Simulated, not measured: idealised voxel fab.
process module | voxel air gaps
cross-section cut | 235 nm wide | cells 5 nm
A cross-section is a grid of square cells, given in bands from the top down. A band is one or more rows of cells.
Each band's line starts with the height of the band's top and of its bottom, in nm. Then come its materials from left to right, each with its width in nm. One material with "throughout" fills the band from edge to edge. "air" is empty space.
Height 0 is the level under which the wafer as received is all one material. The lowest band goes on downwards, as in "0 down".
A width such as "30 to 40" changes by the same amount from each row of cells to the next, from the band's top row to its bottom row.
"no change" after a step means that no cell of the cross-section changed.
closed voids: empty space of 8 cells or more with no open way to the top, each as width x height at its distance from the left edge, in nm
after a step's settings: what the simulator itself notes on the step
overlay nm, on a step with a mask: how far to the right of its planned place the mask lay; to the left if negative
plan
1 op RECEIVE | material Si
2 op CONFORMAL_DEP | material SiO2 | thk nm 10
3 op CONFORMAL_DEP | material SiN | thk nm 5
4 op DIRECTIONAL_DEP | material SiO2 | thk nm 40
5 op DIRECTIONAL_DEP | material aC | thk nm 15
6 op PATTERN | tone open | mask id LINES | material resist | width nm 15 | pitch nm 45 | thk nm 30 | overlay nm 0
7 op DIRECTIONAL_ETCH | etch materials aC | depth nm 15
8 op STRIP | etch materials resist
9 op DIRECTIONAL_ETCH | etch materials SiO2 | depth nm 40
10 op STRIP | etch materials aC
11 op CONFORMAL_DEP | material TiN | thk nm 5
12 op FILL_DEP | material Ru | thk nm 10
13 op CMP | height nm 55
14 op EPI | material Ru | thk nm 10
15 op SELECTIVE_ETCH | etch materials SiO2 | depth nm 50
16 op CONFORMAL_DEP | material SiN | thk nm 5
first wafer, as planned
as received, after step 1
  0 down: Si throughout
  closed voids: none
after step 2
  10 to 0: SiO2 throughout
  below 0: unchanged
after step 3
  15 to 10: SiN throughout
  below 10: unchanged
after step 4
  55 to 15: SiO2 throughout
  below 15: unchanged
after step 5
  70 to 55: aC throughout
  below 55: unchanged
after step 6
  100 to 70: resist 65 | air 15 | resist 30 | air 15 | resist 30 | air 15 | resist 65
  below 70: unchanged
after step 7
  85 to 70: resist 65 | air 15 | resist 30 | air 15 | resist 30 | air 15 | resist 65
  70 to 55: aC 65 | air 15 | aC 30 | air 15 | aC 30 | air 15 | aC 65
  below 55: unchanged
after step 8
  70 to 55: aC 65 | air 15 | aC 30 | air 15 | aC 30 | air 15 | aC 65
  below 55: unchanged
after step 9
  70 to 55: aC 65 | air 15 | aC 30 | air 15 | aC 30 | air 15 | aC 65
  55 to 15: SiO2 65 | air 15 | SiO2 30 | air 15 | SiO2 30 | air 15 | SiO2 65
  below 15: unchanged
after step 10
  55 to 15: SiO2 65 | air 15 | SiO2 30 | air 15 | SiO2 30 | air 15 | SiO2 65
  below 15: unchanged
after step 11
  60 to 55: TiN 70 | air 5 | TiN 40 | air 5 | TiN 40 | air 5 | TiN 70
  55 to 20: SiO2 65 | TiN 5 | air 5 | TiN 5 | SiO2 30 | TiN 5 | air 5 | TiN 5 | SiO2 30 | TiN 5 | air 5 | TiN 5 | SiO2 65
  20 to 15: SiO2 65 | TiN 15 | SiO2 30 | TiN 15 | SiO2 30 | TiN 15 | SiO2 65
  below 15: unchanged
after step 12
  70 to 60: Ru throughout
  60 to 55: TiN 70 | Ru 5 | TiN 40 | Ru 5 | TiN 40 | Ru 5 | TiN 70
  55 to 20: SiO2 65 | TiN 5 | Ru 5 | TiN 5 | SiO2 30 | TiN 5 | Ru 5 | TiN 5 | SiO2 30 | TiN 5 | Ru 5 | TiN 5 | SiO2 65
  below 20: unchanged
after step 13
  55 to 20: SiO2 65 | TiN 5 | Ru 5 | TiN 5 | SiO2 30 | TiN 5 | Ru 5 | TiN 5 | SiO2 30 | TiN 5 | Ru 5 | TiN 5 | SiO2 65
  below 20: unchanged
after step 14
  65 to 55: air 55 | Ru 35 | air 10 | Ru 35 | air 10 | Ru 35 | air 55
  below 55: unchanged
after step 15
  65 to 55: air 55 | Ru 35 | air 10 | Ru 35 | air 10 | Ru 35 | air 55
  55 to 20: air 65 | TiN 5 | Ru 5 | TiN 5 | air 30 | TiN 5 | Ru 5 | TiN 5 | air 30 | TiN 5 | Ru 5 | TiN 5 | air 65
  20 to 15: air 65 | TiN 15 | air 30 | TiN 15 | air 30 | TiN 15 | air 65
  below 15: unchanged
after step 16
  70 to 65: air 50 | SiN 135 | air 50
  65 to 55: air 50 | SiN 5 | Ru 35 | SiN 10 | Ru 35 | SiN 10 | Ru 35 | SiN 5 | air 50
  55 to 50: air 50 | SiN 15 | TiN 5 | Ru 5 | TiN 5 | SiN 30 | TiN 5 | Ru 5 | TiN 5 | SiN 30 | TiN 5 | Ru 5 | TiN 5 | SiN 15 | air 50
  50 to 20: air 60 | SiN 5 | TiN 5 | Ru 5 | TiN 5 | SiN 5 | air 20 | SiN 5 | TiN 5 | Ru 5 | TiN 5 | SiN 5 | air 20 | SiN 5 | TiN 5 | Ru 5 | TiN 5 | SiN 5 | air 60
  20 to 15: SiN 65 | TiN 15 | SiN 30 | TiN 15 | SiN 30 | TiN 15 | SiN 65
  below 15: unchanged
  closed voids: 20 x 30 at 85; 20 x 30 at 130
second wafer: like start, like plan, one mistake. Through step 5 it matches the first wafer
when step 6 should have ended
  100 to 70: air 65 | resist 15 | air 30 | resist 15 | air 30 | resist 15 | air 65
  below 70: unchanged
when step 7 should have ended
  85 to 70: air 65 | resist 15 | air 30 | resist 15 | air 30 | resist 15 | air 65
  70 to 55: air 65 | aC 15 | air 30 | aC 15 | air 30 | aC 15 | air 65
  below 55: unchanged
when step 8 should have ended
  70 to 55: air 65 | aC 15 | air 30 | aC 15 | air 30 | aC 15 | air 65
  below 55: unchanged
when step 9 should have ended
  70 to 55: air 65 | aC 15 | air 30 | aC 15 | air 30 | aC 15 | air 65
  55 to 15: air 65 | SiO2 15 | air 30 | SiO2 15 | air 30 | SiO2 15 | air 65
  below 15: unchanged
when step 10 should have ended
  55 to 15: air 65 | SiO2 15 | air 30 | SiO2 15 | air 30 | SiO2 15 | air 65
  below 15: unchanged
when step 11 should have ended
  60 to 55: air 60 | TiN 25 | air 20 | TiN 25 | air 20 | TiN 25 | air 60
  55 to 20: air 60 | TiN 5 | SiO2 15 | TiN 5 | air 20 | TiN 5 | SiO2 15 | TiN 5 | air 20 | TiN 5 | SiO2 15 | TiN 5 | air 60
  20 to 15: TiN 65 | SiO2 15 | TiN 30 | SiO2 15 | TiN 30 | SiO2 15 | TiN 65
  below 15: unchanged
when step 12 should have ended
  70 to 60: Ru throughout
  60 to 55: Ru 60 | TiN 25 | Ru 20 | TiN 25 | Ru 20 | TiN 25 | Ru 60
  55 to 20: Ru 60 | TiN 5 | SiO2 15 | TiN 5 | Ru 20 | TiN 5 | SiO2 15 | TiN 5 | Ru 20 | TiN 5 | SiO2 15 | TiN 5 | Ru 60
  below 20: unchanged
when step 13 should have ended
  55 to 20: Ru 60 | TiN 5 | SiO2 15 | TiN 5 | Ru 20 | TiN 5 | SiO2 15 | TiN 5 | Ru 20 | TiN 5 | SiO2 15 | TiN 5 | Ru 60
  below 20: unchanged
when step 14 should have ended
  65 to 55: Ru throughout
  below 55: unchanged
when step 15 should have ended: no change
when step 16 should have ended
  70 to 65: SiN throughout
  below 65: unchanged
what went wrong: step 6 ran as: op PATTERN | tone cover | mask id LINES | material resist | width nm 15 | pitch nm 45 | thk nm 30 | overlay nm 0
at the end the second wafer has, in cells: 255 more of Ru | 84 fewer of SiN | 72 more of SiO2 | 29 more of TiN
closed voids at the end (first wafer, second wafer): 2, 0
